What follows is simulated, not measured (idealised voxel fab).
You're looking at the process module voxel fin reveal.
In the cross-section labelled cut, the width is 300 nm and each square cell is 5 nm.
Cross-sections here: square-cell grids, written as top-down lists of bands, a band being one or more rows of cells.
Top, bottom (nm), then materials left to right with widths (nm); lone material tagged "full width" fills the whole band edge to edge; "empty" = empty space.
Zero point of the height axis is 0; under it, received wafer = one material. Lowest band: continues down indefinitely, "0..down".
Think of "30->40" as a width that walks from the first number to the second as you go down the band, top row to bottom row, taking equal-sized steps from row to row.
Step note "no modification" = no cross-section cell changed.
"Non-vented voids" enumerates empty spaces isolated from the top, with no open way to it, that contain at least 8 cells, giving each as width x height at distance from the left edge, all three in nm.
Note: text after step settings on the step line = simulator remark on that step.
"overlay nm" denotes, for a step that has a mask, the displacement of the mask to the right of its planned place, with negative values corresponding to the left.

Process steps (planned)
1. RECEIVE, material Si
2. CONFORMAL_DEP, material SiN, thk nm 10
3. PATTERN, tone cover, mask id FINS, material resist, width nm 15, pitch nm 35, thk nm 15, overlay nm 0
4. DIRECTIONAL_ETCH, etch materials SiN, depth nm 10
5. DIRECTIONAL_ETCH, etch materials Si, depth nm 35
6. STRIP, etch materials resist
7. FILL_DEP, material SiO2, thk nm 10
8. CMP, height nm 10
9. SELECTIVE_ETCH, etch materials SiO2, depth nm 35
10. STRIP, etch materials SiN
11. CONFORMAL_DEP, material SiO2, thk nm 5

Cross-section: wafer on arrival = after step 1
    0..down: Si full width
    Non-vented voids: none

First of two wafers at the end of the module, shown in cross-section; run carried out as planned
    5..0: 100 nm empty  25 nm SiO2  10 nm empty  25 nm SiO2  10 nm empty  25 nm SiO2  105 nm empty
    0..-20: 100 nm empty  5 nm SiO2  15 nm Si  5 nm SiO2  10 nm empty  5 nm SiO2  15 nm Si  5 nm SiO2  10 nm empty  5 nm SiO2  15 nm Si  5 nm SiO2  105 nm empty
    -20..-35: 105 nm SiO2  15 nm Si  20 nm SiO2  15 nm Si  20 nm SiO2  15 nm Si  110 nm SiO2
    -35..down: Si full width
    Non-vented voids: none

Wafer two, sectioned after the module: the first wafer's start, the first wafer's plan, and one mistake in how it was run
    0..-25: 105 nm empty  15 nm Si  20 nm empty  15 nm Si  20 nm empty  15 nm Si  110 nm empty
    -25..-35: 105 nm SiO2  15 nm Si  20 nm SiO2  15 nm Si  20 nm SiO2  15 nm Si  110 nm SiO2
    -35..down: Si full width
    Non-vented voids: none
So what did we get wrong on this run? with respect to the plan, step 11 was omitted and not executed
at the end the second wafer has, in cells: SiO2: 90 fewer
